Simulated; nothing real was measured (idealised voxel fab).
process module | voxel spacer lines
cross-section cut | 270 nm wide | cells 5 nm
A cross-section is a grid of square cells, given in bands from the top down. A band is one or more rows of cells.
Each band's line starts with the height of the band's top and of its bottom, in nm. Then come its materials from left to right, each with its width in nm. One material with "throughout" fills the band from edge to edge. "air" is empty space.
Height 0 is the level under which the wafer as received is all one material. The lowest band goes on downwards, as in "0 down".
A width such as "30 to 40" changes by the same amount from each row of cells to the next, from the band's top row to its bottom row.
"no change" after a step means that no cell of the cross-section changed.
closed voids: empty space of 8 cells or more with no open way to the top, each as width x height at its distance from the left edge, in nm
after a step's settings: what the simulator itself notes on the step
overlay nm, on a step with a mask: how far to the right of its planned place the mask lay; to the left if negative
plan
1 op RECEIVE | material Si
2 op CONFORMAL_DEP | material SiO2 | thk nm 10
3 op DIRECTIONAL_DEP | material W | thk nm 20
4 op DIRECTIONAL_DEP | material polySi | thk nm 25
5 op PATTERN | tone cover | mask id MANDREL | material resist | width nm 15 | pitch nm 60 | thk nm 35 | overlay nm 0
6 op DIRECTIONAL_ETCH | etch materials polySi | depth nm 25
7 op STRIP | etch materials resist
8 op CONFORMAL_DEP | material SiN | thk nm 15
9 op DIRECTIONAL_ETCH | etch materials SiN | depth nm 15
10 op STRIP | etch materials polySi
11 op DIRECTIONAL_ETCH | etch materials W | depth nm 20
12 op STRIP | etch materials SiN
13 op FILL_DEP | material lowk | thk nm 5
14 op CMP | height nm 30
first wafer, as planned
as received, after step 1
  0 down: Si throughout
  closed voids: none
after step 2
  10 to 0: SiO2 throughout
  below 0: unchanged
after step 3
  30 to 10: W throughout
  below 10: unchanged
after step 4
  55 to 30: polySi throughout
  below 30: unchanged
after step 5
  90 to 55: air 65 | resist 15 | air 45 | resist 15 | air 45 | resist 15 | air 70
  below 55: unchanged
after step 6
  90 to 55: air 65 | resist 15 | air 45 | resist 15 | air 45 | resist 15 | air 70
  55 to 30: air 65 | polySi 15 | air 45 | polySi 15 | air 45 | polySi 15 | air 70
  below 30: unchanged
after step 7
  55 to 30: air 65 | polySi 15 | air 45 | polySi 15 | air 45 | polySi 15 | air 70
  below 30: unchanged
after step 8
  70 to 55: air 50 | SiN 45 | air 15 | SiN 45 | air 15 | SiN 45 | air 55
  55 to 45: air 50 | SiN 15 | polySi 15 | SiN 15 | air 15 | SiN 15 | polySi 15 | SiN 15 | air 15 | SiN 15 | polySi 15 | SiN 15 | air 55
  45 to 30: SiN 65 | polySi 15 | SiN 45 | polySi 15 | SiN 45 | polySi 15 | SiN 70
  below 30: unchanged
after step 9
  55 to 30: air 50 | SiN 15 | polySi 15 | SiN 15 | air 15 | SiN 15 | polySi 15 | SiN 15 | air 15 | SiN 15 | polySi 15 | SiN 15 | air 55
  below 30: unchanged
after step 10
  55 to 30: air 50 | SiN 15 | air 15 | SiN 15 | air 15 | SiN 15 | air 15 | SiN 15 | air 15 | SiN 15 | air 15 | SiN 15 | air 55
  below 30: unchanged
after step 11
  55 to 30: air 50 | SiN 15 | air 15 | SiN 15 | air 15 | SiN 15 | air 15 | SiN 15 | air 15 | SiN 15 | air 15 | SiN 15 | air 55
  30 to 10: air 50 | W 15 | air 15 | W 15 | air 15 | W 15 | air 15 | W 15 | air 15 | W 15 | air 15 | W 15 | air 55
  below 10: unchanged
after step 12
  30 to 10: air 50 | W 15 | air 15 | W 15 | air 15 | W 15 | air 15 | W 15 | air 15 | W 15 | air 15 | W 15 | air 55
  below 10: unchanged
after step 13
  35 to 30: lowk throughout
  30 to 10: lowk 50 | W 15 | lowk 15 | W 15 | lowk 15 | W 15 | lowk 15 | W 15 | lowk 15 | W 15 | lowk 15 | W 15 | lowk 55
  below 10: unchanged
after step 14
  30 to 10: lowk 50 | W 15 | lowk 15 | W 15 | lowk 15 | W 15 | lowk 15 | W 15 | lowk 15 | W 15 | lowk 15 | W 15 | lowk 55
  below 10: unchanged
second wafer: like start, like plan, one mistake. Through step 10 it matches the first wafer
when step 11 should have ended
  55 to 30: air 50 | SiN 15 | air 15 | SiN 15 | air 15 | SiN 15 | air 15 | SiN 15 | air 15 | SiN 15 | air 15 | SiN 15 | air 55
  30 to 10: air 50 | W 15 | air 15 | W 15 | air 15 | W 15 | air 15 | W 15 | air 15 | W 15 | air 15 | W 15 | air 55
  below 10: unchanged
when step 12 should have ended
  30 to 10: air 50 | W 15 | air 15 | W 15 | air 15 | W 15 | air 15 | W 15 | air 15 | W 15 | air 15 | W 15 | air 55
  below 10: unchanged
when step 13 should have ended
  35 to 30: lowk throughout
  30 to 10: lowk 50 | W 15 | lowk 15 | W 15 | lowk 15 | W 15 | lowk 15 | W 15 | lowk 15 | W 15 | lowk 15 | W 15 | lowk 55
  below 10: unchanged
when step 14 should have ended
  30 to 10: lowk 50 | W 15 | lowk 15 | W 15 | lowk 15 | W 15 | lowk 15 | W 15 | lowk 15 | W 15 | lowk 15 | W 15 | lowk 55
  below 10: unchanged
what went wrong: step 11 was run twice
at the end the two cross-sections are the same: no effect in what this model computes
